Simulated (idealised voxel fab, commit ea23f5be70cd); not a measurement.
process module | voxel transistor to metal
cross-section cut | 155 nm wide | cells 5 nm
A cross-section is a grid of square cells, given in bands from the top down. A band is one or more rows of cells.
Each band's line starts with the height of the band's top and of its bottom, in nm. Then come its materials from left to right, each with its width in nm. One material with "throughout" fills the band from edge to edge. "air" is empty space.
Height 0 is the level under which the wafer as received is all one material. The lowest band goes on downwards, as in "0 down".
A width such as "30 to 40" changes by the same amount from each row of cells to the next, from the band's top row to its bottom row.
"no change" after a step means that no cell of the cross-section changed.
closed voids: empty space of 8 cells or more with no open way to the top, each as width x height at its distance from the left edge, in nm
after a step's settings: what the simulator itself notes on the step
overlay nm, on a step with a mask: how far to the right of its planned place the mask lay; to the left if negative
plan
1 op RECEIVE | material Si
2 op CONFORMAL_DEP | material SiO2 | thk nm 5
3 op CONFORMAL_DEP | material SiN | thk nm 15
4 op MASKED_ETCH | tone cover | mask id ACTIVE | width nm 95 | etch materials SiN | depth nm 15 | overlay nm 0
5 op MASKED_ETCH | tone cover | mask id ACTIVE | width nm 95 | etch materials SiO2 | depth nm 5 | overlay nm 0
6 op MASKED_ETCH | tone cover | mask id ACTIVE | width nm 95 | etch materials Si | depth nm 25 | overlay nm 0
7 op FILL_DEP | material SiO2 | thk nm 5
8 op CMP | height nm 20
9 op SELECTIVE_ETCH | etch materials SiO2 | depth nm 15
10 op STRIP | etch materials SiN
11 op SELECTIVE_ETCH | etch materials SiO2 | depth nm 5
12 op OXIDIZE | depth nm 5
13 op DIRECTIONAL_DEP | material polySi | thk nm 20
14 op DIRECTIONAL_DEP | material SiCN | thk nm 10
15 op DIRECTIONAL_DEP | material aC | thk nm 10
16 op PATTERN | tone cover | mask id GATE | material resist | width nm 25 | thk nm 25 | overlay nm 0
17 op DIRECTIONAL_ETCH | etch materials aC | depth nm 10
18 op STRIP | etch materials resist
19 op DIRECTIONAL_ETCH | etch materials SiCN | depth nm 20
20 op DIRECTIONAL_ETCH | etch materials polySi | depth nm 30
21 op STRIP | etch materials aC
22 op CONFORMAL_DEP | material SiO2 | thk nm 5
23 op DIRECTIONAL_ETCH | etch materials SiO2 | depth nm 5
24 op CONFORMAL_DEP | material SiN | thk nm 5
25 op DIRECTIONAL_ETCH | etch materials SiN | depth nm 5
26 op DIRECTIONAL_ETCH | etch materials SiO2 | depth nm 5
27 op EPI | material pSi | thk nm 5
28 op FILL_DEP | material SiO2 | thk nm 10
29 op CMP | height nm 20
30 op STRIP | etch materials polySi
31 op SELECTIVE_ETCH | etch materials SiO2 | depth nm 5
32 op CONFORMAL_DEP | material HfO2 | thk nm 5
33 op CONFORMAL_DEP | material TiN | thk nm 5
34 op FILL_DEP | material W | thk nm 5
35 op CMP | height nm 15
36 op DIRECTIONAL_DEP | material SiO2 | thk nm 15
37 op MASKED_ETCH | tone open | mask id CONTACT | width nm 15 | pitch nm 70 | etch materials SiO2 | depth nm 30 | overlay nm 0
38 op CONFORMAL_DEP | material TiN | thk nm 5
39 op FILL_DEP | material Ru | thk nm 5
40 op CMP | height nm 30
41 op DIRECTIONAL_DEP | material TiN | thk nm 5
42 op DIRECTIONAL_DEP | material W | thk nm 15
43 op PATTERN | tone cover | mask id METAL_1 | material resist | width nm 15 | pitch nm 70 | thk nm 15 | overlay nm 0
44 op DIRECTIONAL_ETCH | etch materials W | depth nm 15
45 op DIRECTIONAL_ETCH | etch materials TiN | depth nm 5
46 op STRIP | etch materials resist
47 op CONFORMAL_DEP | material SiCN | thk nm 5
48 op FILL_DEP | material SiO2 | thk nm 5
49 op CMP | height nm 50
50 op CONFORMAL_DEP | material SiCN | thk nm 5
51 op DIRECTIONAL_DEP | material SiO2 | thk nm 35
52 op PATTERN | tone open | mask id METAL_2 | material resist | width nm 15 | pitch nm 70 | thk nm 20 | overlay nm 0
53 op DIRECTIONAL_ETCH | etch materials SiO2 | depth nm 20
54 op STRIP | etch materials resist
55 op PATTERN | tone open | mask id METAL_2_HOLES | material resist | width nm 15 | pitch nm 70 | thk nm 15 | overlay nm 0
56 op DIRECTIONAL_ETCH | etch materials SiO2 | depth nm 15
57 op DIRECTIONAL_ETCH | etch materials SiCN | depth nm 5
58 op STRIP | etch materials resist
59 op CONFORMAL_DEP | material TiN | thk nm 5
60 op FILL_DEP | material Ru | thk nm 5
61 op CMP | height nm 90
62 op CONFORMAL_DEP | material SiCN | thk nm 5
first wafer, as planned
as received, after step 1
  0 down: Si throughout
  closed voids: none
after step 2
  5 to 0: SiO2 throughout
  below 0: unchanged
after step 3
  20 to 5: SiN throughout
  below 5: unchanged
after step 4
  20 to 5: air 30 | SiN 95 | air 30
  below 5: unchanged
after step 5
  20 to 5: air 30 | SiN 95 | air 30
  5 to 0: air 30 | SiO2 95 | air 30
  below 0: unchanged
after step 6
  20 to 5: air 30 | SiN 95 | air 30
  5 to 0: air 30 | SiO2 95 | air 30
  0 to -25: air 30 | Si 95 | air 30
  below -25: unchanged
after step 7
  25 to 20: SiO2 throughout
  20 to 5: SiO2 30 | SiN 95 | SiO2 30
  5 to 0: SiO2 throughout
  0 to -25: SiO2 30 | Si 95 | SiO2 30
  below -25: unchanged
after step 8
  20 to 5: SiO2 30 | SiN 95 | SiO2 30
  below 5: unchanged
after step 9
  20 to 5: air 30 | SiN 95 | air 30
  below 5: unchanged
after step 10
  5 to 0: SiO2 throughout
  below 0: unchanged
after step 11
  0 to -25: SiO2 30 | Si 95 | SiO2 30
  below -25: unchanged
after step 12
  0 to -5: SiO2 throughout
  below -5: unchanged
after step 13
  20 to 0: polySi throughout
  below 0: unchanged
after step 14
  30 to 20: SiCN throughout
  below 20: unchanged
after step 15
  40 to 30: aC throughout
  below 30: unchanged
after step 16
  65 to 40: air 65 | resist 25 | air 65
  below 40: unchanged
after step 17
  55 to 40: air 65 | resist 25 | air 65
  40 to 30: air 65 | aC 25 | air 65
  below 30: unchanged
after step 18
  40 to 30: air 65 | aC 25 | air 65
  below 30: unchanged
after step 19
  40 to 30: air 65 | aC 25 | air 65
  30 to 20: air 65 | SiCN 25 | air 65
  below 20: unchanged
after step 20
  40 to 30: air 65 | aC 25 | air 65
  30 to 20: air 65 | SiCN 25 | air 65
  20 to 0: air 65 | polySi 25 | air 65
  below 0: unchanged
after step 21
  30 to 20: air 65 | SiCN 25 | air 65
  below 20: unchanged
after step 22
  35 to 30: air 60 | SiO2 35 | air 60
  30 to 20: air 60 | SiO2 5 | SiCN 25 | SiO2 5 | air 60
  20 to 5: air 60 | SiO2 5 | polySi 25 | SiO2 5 | air 60
  5 to 0: SiO2 65 | polySi 25 | SiO2 65
  below 0: unchanged
after step 23
  30 to 20: air 60 | SiO2 5 | SiCN 25 | SiO2 5 | air 60
  20 to 0: air 60 | SiO2 5 | polySi 25 | SiO2 5 | air 60
  below 0: unchanged
after step 24
  35 to 30: air 55 | SiN 45 | air 55
  30 to 20: air 55 | SiN 5 | SiO2 5 | SiCN 25 | SiO2 5 | SiN 5 | air 55
  20 to 5: air 55 | SiN 5 | SiO2 5 | polySi 25 | SiO2 5 | SiN 5 | air 55
  5 to 0: SiN 60 | SiO2 5 | polySi 25 | SiO2 5 | SiN 60
  below 0: unchanged
after step 25
  30 to 20: air 55 | SiN 5 | SiO2 5 | SiCN 25 | SiO2 5 | SiN 5 | air 55
  20 to 0: air 55 | SiN 5 | SiO2 5 | polySi 25 | SiO2 5 | SiN 5 | air 55
  below 0: unchanged
after step 26
  30 to 25: air 55 | SiN 5 | air 5 | SiCN 25 | air 5 | SiN 5 | air 55
  25 to 20: air 55 | SiN 5 | SiO2 5 | SiCN 25 | SiO2 5 | SiN 5 | air 55
  20 to 0: air 55 | SiN 5 | SiO2 5 | polySi 25 | SiO2 5 | SiN 5 | air 55
  0 to -5: air 55 | SiO2 45 | air 55
  below -5: unchanged
after step 27
  30 to 25: air 55 | SiN 5 | air 5 | SiCN 25 | air 5 | SiN 5 | air 55
  25 to 20: air 55 | SiN 5 | SiO2 5 | SiCN 25 | SiO2 5 | SiN 5 | air 55
  20 to 0: air 55 | SiN 5 | SiO2 5 | polySi 25 | SiO2 5 | SiN 5 | air 55
  0 to -5: air 25 | pSi 30 | SiO2 45 | pSi 30 | air 25
  below -5: unchanged
after step 28
  40 to 30: SiO2 throughout
  30 to 20: SiO2 55 | SiN 5 | SiO2 5 | SiCN 25 | SiO2 5 | SiN 5 | SiO2 55
  20 to 0: SiO2 55 | SiN 5 | SiO2 5 | polySi 25 | SiO2 5 | SiN 5 | SiO2 55
  0 to -5: SiO2 25 | pSi 30 | SiO2 45 | pSi 30 | SiO2 25
  below -5: unchanged
after step 29
  20 to 0: SiO2 55 | SiN 5 | SiO2 5 | polySi 25 | SiO2 5 | SiN 5 | SiO2 55
  below 0: unchanged
after step 30
  20 to 0: SiO2 55 | SiN 5 | SiO2 5 | air 25 | SiO2 5 | SiN 5 | SiO2 55
  below 0: unchanged
after step 31
  20 to 15: air 55 | SiN 5 | air 35 | SiN 5 | air 55
  15 to 0: SiO2 55 | SiN 5 | air 35 | SiN 5 | SiO2 55
  0 to -5: SiO2 25 | pSi 30 | SiO2 5 | air 35 | SiO2 5 | pSi 30 | SiO2 25
  below -5: unchanged
after step 32
  25 to 20: air 50 | HfO2 15 | air 25 | HfO2 15 | air 50
  20 to 15: HfO2 55 | SiN 5 | HfO2 5 | air 25 | HfO2 5 | SiN 5 | HfO2 55
  15 to 0: SiO2 55 | SiN 5 | HfO2 5 | air 25 | HfO2 5 | SiN 5 | SiO2 55
  0 to -5: SiO2 25 | pSi 30 | SiO2 5 | HfO2 35 | SiO2 5 | pSi 30 | SiO2 25
  below -5: unchanged
after step 33
  30 to 25: air 45 | TiN 25 | air 15 | TiN 25 | air 45
  25 to 20: TiN 50 | HfO2 15 | TiN 5 | air 15 | TiN 5 | HfO2 15 | TiN 50
  20 to 15: HfO2 55 | SiN 5 | HfO2 5 | TiN 5 | air 15 | TiN 5 | HfO2 5 | SiN 5 | HfO2 55
  15 to 5: SiO2 55 | SiN 5 | HfO2 5 | TiN 5 | air 15 | TiN 5 | HfO2 5 | SiN 5 | SiO2 55
  5 to 0: SiO2 55 | SiN 5 | HfO2 5 | TiN 25 | HfO2 5 | SiN 5 | SiO2 55
  below 0: unchanged
after step 34
  35 to 30: W throughout
  30 to 25: W 45 | TiN 25 | W 15 | TiN 25 | W 45
  25 to 20: TiN 50 | HfO2 15 | TiN 5 | W 15 | TiN 5 | HfO2 15 | TiN 50
  20 to 15: HfO2 55 | SiN 5 | HfO2 5 | TiN 5 | W 15 | TiN 5 | HfO2 5 | SiN 5 | HfO2 55
  15 to 5: SiO2 55 | SiN 5 | HfO2 5 | TiN 5 | W 15 | TiN 5 | HfO2 5 | SiN 5 | SiO2 55
  below 5: unchanged
after step 35
  15 to 5: SiO2 55 | SiN 5 | HfO2 5 | TiN 5 | W 15 | TiN 5 | HfO2 5 | SiN 5 | SiO2 55
  below 5: unchanged
after step 36
  30 to 15: SiO2 throughout
  below 15: unchanged
after step 37
  30 to 15: SiO2 35 | air 15 | SiO2 55 | air 15 | SiO2 35
  15 to 5: SiO2 35 | air 15 | SiO2 5 | SiN 5 | HfO2 5 | TiN 5 | W 15 | TiN 5 | HfO2 5 | SiN 5 | SiO2 5 | air 15 | SiO2 35
  5 to 0: SiO2 35 | air 15 | SiO2 5 | SiN 5 | HfO2 5 | TiN 25 | HfO2 5 | SiN 5 | SiO2 5 | air 15 | SiO2 35
  below 0: unchanged
after step 38
  35 to 30: TiN 40 | air 5 | TiN 65 | air 5 | TiN 40
  30 to 15: SiO2 35 | TiN 5 | air 5 | TiN 5 | SiO2 55 | TiN 5 | air 5 | TiN 5 | SiO2 35
  15 to 5: SiO2 35 | TiN 5 | air 5 | TiN 5 | SiO2 5 | SiN 5 | HfO2 5 | TiN 5 | W 15 | TiN 5 | HfO2 5 | SiN 5 | SiO2 5 | TiN 5 | air 5 | TiN 5 | SiO2 35
  5 to 0: SiO2 35 | TiN 15 | SiO2 5 | SiN 5 | HfO2 5 | TiN 25 | HfO2 5 | SiN 5 | SiO2 5 | TiN 15 | SiO2 35
  below 0: unchanged
after step 39
  40 to 35: Ru throughout
  35 to 30: TiN 40 | Ru 5 | TiN 65 | Ru 5 | TiN 40
  30 to 15: SiO2 35 | TiN 5 | Ru 5 | TiN 5 | SiO2 55 | TiN 5 | Ru 5 | TiN 5 | SiO2 35
  15 to 5: SiO2 35 | TiN 5 | Ru 5 | TiN 5 | SiO2 5 | SiN 5 | HfO2 5 | TiN 5 | W 15 | TiN 5 | HfO2 5 | SiN 5 | SiO2 5 | TiN 5 | Ru 5 | TiN 5 | SiO2 35
  below 5: unchanged
after step 40
  30 to 15: SiO2 35 | TiN 5 | Ru 5 | TiN 5 | SiO2 55 | TiN 5 | Ru 5 | TiN 5 | SiO2 35
  below 15: unchanged
after step 41
  35 to 30: TiN throughout
  below 30: unchanged
after step 42
  50 to 35: W throughout
  below 35: unchanged
after step 43
  65 to 50: air 35 | resist 15 | air 55 | resist 15 | air 35
  below 50: unchanged
after step 44
  65 to 50: air 35 | resist 15 | air 55 | resist 15 | air 35
  50 to 35: air 35 | W 15 | air 55 | W 15 | air 35
  below 35: unchanged
after step 45
  65 to 50: air 35 | resist 15 | air 55 | resist 15 | air 35
  50 to 35: air 35 | W 15 | air 55 | W 15 | air 35
  35 to 30: air 35 | TiN 15 | air 55 | TiN 15 | air 35
  below 30: unchanged
after step 46
  50 to 35: air 35 | W 15 | air 55 | W 15 | air 35
  below 35: unchanged
after step 47
  55 to 50: air 30 | SiCN 25 | air 45 | SiCN 25 | air 30
  50 to 35: air 30 | SiCN 5 | W 15 | SiCN 5 | air 45 | SiCN 5 | W 15 | SiCN 5 | air 30
  35 to 30: SiCN 35 | TiN 15 | SiCN 55 | TiN 15 | SiCN 35
  below 30: unchanged
after step 48
  60 to 55: SiO2 throughout
  55 to 50: SiO2 30 | SiCN 25 | SiO2 45 | SiCN 25 | SiO2 30
  50 to 35: SiO2 30 | SiCN 5 | W 15 | SiCN 5 | SiO2 45 | SiCN 5 | W 15 | SiCN 5 | SiO2 30
  below 35: unchanged
after step 49
  50 to 35: SiO2 30 | SiCN 5 | W 15 | SiCN 5 | SiO2 45 | SiCN 5 | W 15 | SiCN 5 | SiO2 30
  below 35: unchanged
after step 50
  55 to 50: SiCN throughout
  below 50: unchanged
after step 51
  90 to 55: SiO2 throughout
  below 55: unchanged
after step 52
  110 to 90: resist 35 | air 15 | resist 55 | air 15 | resist 35
  below 90: unchanged
after step 53
  110 to 90: resist 35 | air 15 | resist 55 | air 15 | resist 35
  90 to 70: SiO2 35 | air 15 | SiO2 55 | air 15 | SiO2 35
  below 70: unchanged
after step 54
  90 to 70: SiO2 35 | air 15 | SiO2 55 | air 15 | SiO2 35
  below 70: unchanged
after step 55
  105 to 90: resist 35 | air 15 | resist 55 | air 15 | resist 35
  below 90: unchanged
after step 56
  105 to 90: resist 35 | air 15 | resist 55 | air 15 | resist 35
  90 to 55: SiO2 35 | air 15 | SiO2 55 | air 15 | SiO2 35
  below 55: unchanged
after step 57
  105 to 90: resist 35 | air 15 | resist 55 | air 15 | resist 35
  90 to 55: SiO2 35 | air 15 | SiO2 55 | air 15 | SiO2 35
  55 to 50: SiCN 35 | air 15 | SiCN 55 | air 15 | SiCN 35
  below 50: unchanged
after step 58
  90 to 55: SiO2 35 | air 15 | SiO2 55 | air 15 | SiO2 35
  below 55: unchanged
after step 59
  95 to 90: TiN 40 | air 5 | TiN 65 | air 5 | TiN 40
  90 to 55: SiO2 35 | TiN 5 | air 5 | TiN 5 | SiO2 55 | TiN 5 | air 5 | TiN 5 | SiO2 35
  55 to 50: SiCN 35 | TiN 15 | SiCN 55 | TiN 15 | SiCN 35
  below 50: unchanged
after step 60
  100 to 95: Ru throughout
  95 to 90: TiN 40 | Ru 5 | TiN 65 | Ru 5 | TiN 40
  90 to 55: SiO2 35 | TiN 5 | Ru 5 | TiN 5 | SiO2 55 | TiN 5 | Ru 5 | TiN 5 | SiO2 35
  below 55: unchanged
after step 61
  90 to 55: SiO2 35 | TiN 5 | Ru 5 | TiN 5 | SiO2 55 | TiN 5 | Ru 5 | TiN 5 | SiO2 35
  below 55: unchanged
after step 62
  95 to 90: SiCN throughout
  below 90: unchanged
second wafer: like start, like plan, one mistake. Through step 15 it matches the first wafer
when step 16 should have ended
  65 to 40: resist 65 | air 25 | resist 65
  below 40: unchanged
when step 17 should have ended
  55 to 40: resist 65 | air 25 | resist 65
  40 to 30: aC 65 | air 25 | aC 65
  below 30: unchanged
when step 18 should have ended
  40 to 30: aC 65 | air 25 | aC 65
  below 30: unchanged
when step 19 should have ended
  40 to 30: aC 65 | air 25 | aC 65
  30 to 20: SiCN 65 | air 25 | SiCN 65
  below 20: unchanged
when step 20 should have ended
  40 to 30: aC 65 | air 25 | aC 65
  30 to 20: SiCN 65 | air 25 | SiCN 65
  20 to 0: polySi 65 | air 25 | polySi 65
  below 0: unchanged
when step 21 should have ended
  30 to 20: SiCN 65 | air 25 | SiCN 65
  below 20: unchanged
when step 22 should have ended
  35 to 30: SiO2 70 | air 15 | SiO2 70
  30 to 20: SiCN 65 | SiO2 5 | air 15 | SiO2 5 | SiCN 65
  20 to 5: polySi 65 | SiO2 5 | air 15 | SiO2 5 | polySi 65
  5 to 0: polySi 65 | SiO2 25 | polySi 65
  below 0: unchanged
when step 23 should have ended
  30 to 20: SiCN 65 | SiO2 5 | air 15 | SiO2 5 | SiCN 65
  20 to 0: polySi 65 | SiO2 5 | air 15 | SiO2 5 | polySi 65
  below 0: unchanged
when step 24 should have ended
  35 to 30: SiN 75 | air 5 | SiN 75
  30 to 20: SiCN 65 | SiO2 5 | SiN 5 | air 5 | SiN 5 | SiO2 5 | SiCN 65
  20 to 5: polySi 65 | SiO2 5 | SiN 5 | air 5 | SiN 5 | SiO2 5 | polySi 65
  5 to 0: polySi 65 | SiO2 5 | SiN 15 | SiO2 5 | polySi 65
  below 0: unchanged
when step 25 should have ended
  30 to 20: SiCN 65 | SiO2 5 | SiN 5 | air 5 | SiN 5 | SiO2 5 | SiCN 65
  20 to 0: polySi 65 | SiO2 5 | SiN 5 | air 5 | SiN 5 | SiO2 5 | polySi 65
  below 0: unchanged
when step 26 should have ended
  30 to 25: SiCN 65 | air 5 | SiN 5 | air 5 | SiN 5 | air 5 | SiCN 65
  25 to 20: SiCN 65 | SiO2 5 | SiN 5 | air 5 | SiN 5 | SiO2 5 | SiCN 65
  20 to 0: polySi 65 | SiO2 5 | SiN 5 | air 5 | SiN 5 | SiO2 5 | polySi 65
  0 to -5: SiO2 75 | air 5 | SiO2 75
  below -5: unchanged
when step 27 should have ended
  30 to 25: SiCN 65 | air 5 | SiN 5 | air 5 | SiN 5 | air 5 | SiCN 65
  25 to 20: SiCN 65 | SiO2 5 | SiN 5 | air 5 | SiN 5 | SiO2 5 | SiCN 65
  20 to 0: polySi 65 | SiO2 5 | SiN 5 | air 5 | SiN 5 | SiO2 5 | polySi 65
  0 to -5: SiO2 75 | pSi 5 | SiO2 75
  below -5: unchanged
when step 28 should have ended
  40 to 30: SiO2 throughout
  30 to 20: SiCN 65 | SiO2 5 | SiN 5 | SiO2 5 | SiN 5 | SiO2 5 | SiCN 65
  20 to 0: polySi 65 | SiO2 5 | SiN 5 | SiO2 5 | SiN 5 | SiO2 5 | polySi 65
  below 0: unchanged
when step 29 should have ended
  20 to 0: polySi 65 | SiO2 5 | SiN 5 | SiO2 5 | SiN 5 | SiO2 5 | polySi 65
  below 0: unchanged
when step 30 should have ended
  20 to 0: air 65 | SiO2 5 | SiN 5 | SiO2 5 | SiN 5 | SiO2 5 | air 65
  below 0: unchanged
when step 31 should have ended
  20 to 15: air 70 | SiN 5 | air 5 | SiN 5 | air 70
  15 to 0: air 70 | SiN 5 | SiO2 5 | SiN 5 | air 70
  0 to -5: air 70 | SiO2 5 | pSi 5 | SiO2 5 | air 70
  below -5: unchanged
when step 32 should have ended
  25 to 20: air 65 | HfO2 25 | air 65
  20 to 15: air 65 | HfO2 5 | SiN 5 | HfO2 5 | SiN 5 | HfO2 5 | air 65
  15 to 0: air 65 | HfO2 5 | SiN 5 | SiO2 5 | SiN 5 | HfO2 5 | air 65
  0 to -5: HfO2 70 | SiO2 5 | pSi 5 | SiO2 5 | HfO2 70
  below -5: unchanged
when step 33 should have ended
  30 to 25: air 60 | TiN 35 | air 60
  25 to 20: air 60 | TiN 5 | HfO2 25 | TiN 5 | air 60
  20 to 15: air 60 | TiN 5 | HfO2 5 | SiN 5 | HfO2 5 | SiN 5 | HfO2 5 | TiN 5 | air 60
  15 to 5: air 60 | TiN 5 | HfO2 5 | SiN 5 | SiO2 5 | SiN 5 | HfO2 5 | TiN 5 | air 60
  5 to 0: TiN 65 | HfO2 5 | SiN 5 | SiO2 5 | SiN 5 | HfO2 5 | TiN 65
  below 0: unchanged
when step 34 should have ended
  35 to 30: W throughout
  30 to 25: W 60 | TiN 35 | W 60
  25 to 20: W 60 | TiN 5 | HfO2 25 | TiN 5 | W 60
  20 to 15: W 60 | TiN 5 | HfO2 5 | SiN 5 | HfO2 5 | SiN 5 | HfO2 5 | TiN 5 | W 60
  15 to 5: W 60 | TiN 5 | HfO2 5 | SiN 5 | SiO2 5 | SiN 5 | HfO2 5 | TiN 5 | W 60
  below 5: unchanged
when step 35 should have ended
  15 to 5: W 60 | TiN 5 | HfO2 5 | SiN 5 | SiO2 5 | SiN 5 | HfO2 5 | TiN 5 | W 60
  below 5: unchanged
when step 36 should have ended
  30 to 15: SiO2 throughout
  below 15: unchanged
when step 37 should have ended
  30 to 15: SiO2 35 | air 15 | SiO2 55 | air 15 | SiO2 35
  below 15: unchanged
when step 38 should have ended
  35 to 30: TiN 40 | air 5 | TiN 65 | air 5 | TiN 40
  30 to 20: SiO2 35 | TiN 5 | air 5 | TiN 5 | SiO2 55 | TiN 5 | air 5 | TiN 5 | SiO2 35
  20 to 15: SiO2 35 | TiN 15 | SiO2 55 | TiN 15 | SiO2 35
  below 15: unchanged
when step 39 should have ended
  40 to 35: Ru throughout
  35 to 30: TiN 40 | Ru 5 | TiN 65 | Ru 5 | TiN 40
  30 to 20: SiO2 35 | TiN 5 | Ru 5 | TiN 5 | SiO2 55 | TiN 5 | Ru 5 | TiN 5 | SiO2 35
  below 20: unchanged
when step 40 should have ended
  30 to 20: SiO2 35 | TiN 5 | Ru 5 | TiN 5 | SiO2 55 | TiN 5 | Ru 5 | TiN 5 | SiO2 35
  below 20: unchanged
when step 41 should have ended
  35 to 30: TiN throughout
  below 30: unchanged
when step 42 should have ended
  50 to 35: W throughout
  below 35: unchanged
when step 43 should have ended
  65 to 50: air 35 | resist 15 | air 55 | resist 15 | air 35
  below 50: unchanged
when step 44 should have ended
  65 to 50: air 35 | resist 15 | air 55 | resist 15 | air 35
  50 to 35: air 35 | W 15 | air 55 | W 15 | air 35
  below 35: unchanged
when step 45 should have ended
  65 to 50: air 35 | resist 15 | air 55 | resist 15 | air 35
  50 to 35: air 35 | W 15 | air 55 | W 15 | air 35
  35 to 30: air 35 | TiN 15 | air 55 | TiN 15 | air 35
  below 30: unchanged
when step 46 should have ended
  50 to 35: air 35 | W 15 | air 55 | W 15 | air 35
  below 35: unchanged
when step 47 should have ended
  55 to 50: air 30 | SiCN 25 | air 45 | SiCN 25 | air 30
  50 to 35: air 30 | SiCN 5 | W 15 | SiCN 5 | air 45 | SiCN 5 | W 15 | SiCN 5 | air 30
  35 to 30: SiCN 35 | TiN 15 | SiCN 55 | TiN 15 | SiCN 35
  below 30: unchanged
when step 48 should have ended
  60 to 55: SiO2 throughout
  55 to 50: SiO2 30 | SiCN 25 | SiO2 45 | SiCN 25 | SiO2 30
  50 to 35: SiO2 30 | SiCN 5 | W 15 | SiCN 5 | SiO2 45 | SiCN 5 | W 15 | SiCN 5 | SiO2 30
  below 35: unchanged
when step 49 should have ended
  50 to 35: SiO2 30 | SiCN 5 | W 15 | SiCN 5 | SiO2 45 | SiCN 5 | W 15 | SiCN 5 | SiO2 30
  below 35: unchanged
when step 50 should have ended
  55 to 50: SiCN throughout
  below 50: unchanged
when step 51 should have ended
  90 to 55: SiO2 throughout
  below 55: unchanged
when step 52 should have ended
  110 to 90: resist 35 | air 15 | resist 55 | air 15 | resist 35
  below 90: unchanged
when step 53 should have ended
  110 to 90: resist 35 | air 15 | resist 55 | air 15 | resist 35
  90 to 70: SiO2 35 | air 15 | SiO2 55 | air 15 | SiO2 35
  below 70: unchanged
when step 54 should have ended
  90 to 70: SiO2 35 | air 15 | SiO2 55 | air 15 | SiO2 35
  below 70: unchanged
when step 55 should have ended
  105 to 90: resist 35 | air 15 | resist 55 | air 15 | resist 35
  below 90: unchanged
when step 56 should have ended
  105 to 90: resist 35 | air 15 | resist 55 | air 15 | resist 35
  90 to 55: SiO2 35 | air 15 | SiO2 55 | air 15 | SiO2 35
  below 55: unchanged
when step 57 should have ended
  105 to 90: resist 35 | air 15 | resist 55 | air 15 | resist 35
  90 to 55: SiO2 35 | air 15 | SiO2 55 | air 15 | SiO2 35
  55 to 50: SiCN 35 | air 15 | SiCN 55 | air 15 | SiCN 35
  below 50: unchanged
when step 58 should have ended
  90 to 55: SiO2 35 | air 15 | SiO2 55 | air 15 | SiO2 35
  below 55: unchanged
when step 59 should have ended
  95 to 90: TiN 40 | air 5 | TiN 65 | air 5 | TiN 40
  90 to 55: SiO2 35 | TiN 5 | air 5 | TiN 5 | SiO2 55 | TiN 5 | air 5 | TiN 5 | SiO2 35
  55 to 50: SiCN 35 | TiN 15 | SiCN 55 | TiN 15 | SiCN 35
  below 50: unchanged
when step 60 should have ended
  100 to 95: Ru throughout
  95 to 90: TiN 40 | Ru 5 | TiN 65 | Ru 5 | TiN 40
  90 to 55: SiO2 35 | TiN 5 | Ru 5 | TiN 5 | SiO2 55 | TiN 5 | Ru 5 | TiN 5 | SiO2 35
  below 55: unchanged
when step 61 should have ended
  90 to 55: SiO2 35 | TiN 5 | Ru 5 | TiN 5 | SiO2 55 | TiN 5 | Ru 5 | TiN 5 | SiO2 35
  below 55: unchanged
when step 62 should have ended
  95 to 90: SiCN throughout
  below 90: unchanged
what went wrong: step 16 ran as: op PATTERN | tone open | mask id GATE | material resist | width nm 25 | thk nm 25 | overlay nm 0
at the end the second wafer has, in cells: 21 more of HfO2 | 6 fewer of Ru | 55 fewer of SiO2 | 9 more of TiN | 42 more of W | 11 fewer of pSi
